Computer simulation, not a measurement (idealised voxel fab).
Proc. module: voxel gate over fins
The cross-section on display is named cut; it measures 260 nm wide, and its cells are 5 nm squares.
Cross-sections here: square-cell grids, written as top-down lists of bands, a band being one or more rows of cells. Band: top height; bottom height; in nm. Then, left to right: material with width in nm, for each material. "everywhere": a single material spanning edge to edge. "blank": empty space. Height is counted from the level 0, under which the received wafer is composed throughout of one material. The lowest of the bands is not closed at the bottom but continues downward, in the notation "from 0 down". The expression "30 to 40" gives the width at the extremes of the band, the first number at its top row of cells and the second at its bottom row, with the width changing by equal amounts from each row to the next in between. "no modification" for a step: no cell of the cross-section changed in that step. "Closed void register" means: voids of 8 cells or more that are shut off from the top with no open way through. Written width x height at distance, distance from the left edge, in nm. The remark found on a step's line after its settings is issued by the simulator itself and pertains to that step. overlay nm: right-of-plan distance of the mask on a masked step; negative values mean left-of-plan.
# Steps in the process plan
1: op RECEIVE | material Si
2: op CONFORMAL_DEP | material SiN | thk nm 5
3: op MASKED_ETCH | tone cover | mask id FINS | width nm 15 | pitch nm 35 | etch materials SiN | depth nm 5 | overlay nm 0
4: op MASKED_ETCH | tone cover | mask id FINS | width nm 15 | pitch nm 35 | etch materials Si | depth nm 35 | overlay nm 0
5: op OXIDIZE | depth nm 5
6: op FILL_DEP | material SiO2 | thk nm 15
7: op CMP | height nm 5
8: op SELECTIVE_ETCH | etch materials SiO2 | depth nm 20
9: op STRIP | etch materials SiN
10: op CONFORMAL_DEP | material HfO2 | thk nm 5
11: op CONFORMAL_DEP | material TiN | thk nm 5
12: op CONFORMAL_DEP | material TiAl | thk nm 5
13: op CONFORMAL_DEP | material TiN | thk nm 5
14: op FILL_DEP | material W | thk nm 15
15: op CMP | height nm 30
16: op CONFORMAL_DEP | material SiN | thk nm 10
# Cross-section: wafer on arrival = after step 1
	from 0 down: Si everywhere
	Closed void register: none
# The first of the two wafers as seen in cross-section once the module was finished; processing followed the plan
	from 40 to 30: SiN everywhere
	from 30 to 20: W everywhere
	from 20 to 15: W 90 nm  TiN 80 nm  W 90 nm
	from 15 to 10: W 90 nm  TiN 5 nm  TiAl 70 nm  TiN 5 nm  W 90 nm
	from 10 to 5: W 90 nm  TiN 5 nm  TiAl 5 nm  TiN 25 nm  TiAl 10 nm  TiN 25 nm  TiAl 5 nm  TiN 5 nm  W 90 nm
	from 5 to 0: TiN 95 nm  TiAl 5 nm  TiN 5 nm  HfO2 15 nm  TiN 5 nm  TiAl 10 nm  TiN 5 nm  HfO2 15 nm  TiN 5 nm  TiAl 5 nm  TiN 95 nm
	from 0 to -5: TiAl 100 nm  TiN 5 nm  HfO2 5 nm  Si 5 nm  HfO2 5 nm  TiN 5 nm  TiAl 10 nm  TiN 5 nm  HfO2 5 nm  Si 5 nm  HfO2 5 nm  TiN 5 nm  TiAl 100 nm
	from -5 to -10: TiN 105 nm  HfO2 5 nm  Si 5 nm  HfO2 5 nm  TiN 20 nm  HfO2 5 nm  Si 5 nm  HfO2 5 nm  TiN 105 nm
	from -10 to -15: HfO2 110 nm  Si 5 nm  HfO2 30 nm  Si 5 nm  HfO2 110 nm
	from -15 to -40: SiO2 110 nm  Si 5 nm  SiO2 30 nm  Si 5 nm  SiO2 110 nm
	from -40 down: Si everywhere
	Closed void register: none
# So this is wafer number two of the two, cut at the end of the module - it started where the first did and had the same plan, we just got one thing wrong running it
	from 40 to 30: SiN everywhere
	from 30 to 20: W everywhere
	from 20 to 15: W 90 nm  TiAl 80 nm  W 90 nm
	from 15 to 5: W 90 nm  TiAl 5 nm  TiN 70 nm  TiAl 5 nm  W 90 nm
	from 5 to 0: TiAl 95 nm  TiN 10 nm  HfO2 15 nm  TiN 20 nm  HfO2 15 nm  TiN 10 nm  TiAl 95 nm
	from 0 to -10: TiN 105 nm  HfO2 5 nm  Si 5 nm  HfO2 5 nm  TiN 20 nm  HfO2 5 nm  Si 5 nm  HfO2 5 nm  TiN 105 nm
	from -10 to -15: HfO2 110 nm  Si 5 nm  HfO2 30 nm  Si 5 nm  HfO2 110 nm
	from -15 to -40: SiO2 110 nm  Si 5 nm  SiO2 30 nm  Si 5 nm  SiO2 110 nm
	from -40 down: Si everywhere
	Closed void register: none
What was done differently from what was planned? the executed order of steps 12 and 13 is the reverse of that specified in the plan, each step having taken the other's position
Heads up, by the end the second wafer has more or fewer cells of some materials compared to the first: TiAl -6; TiN +6
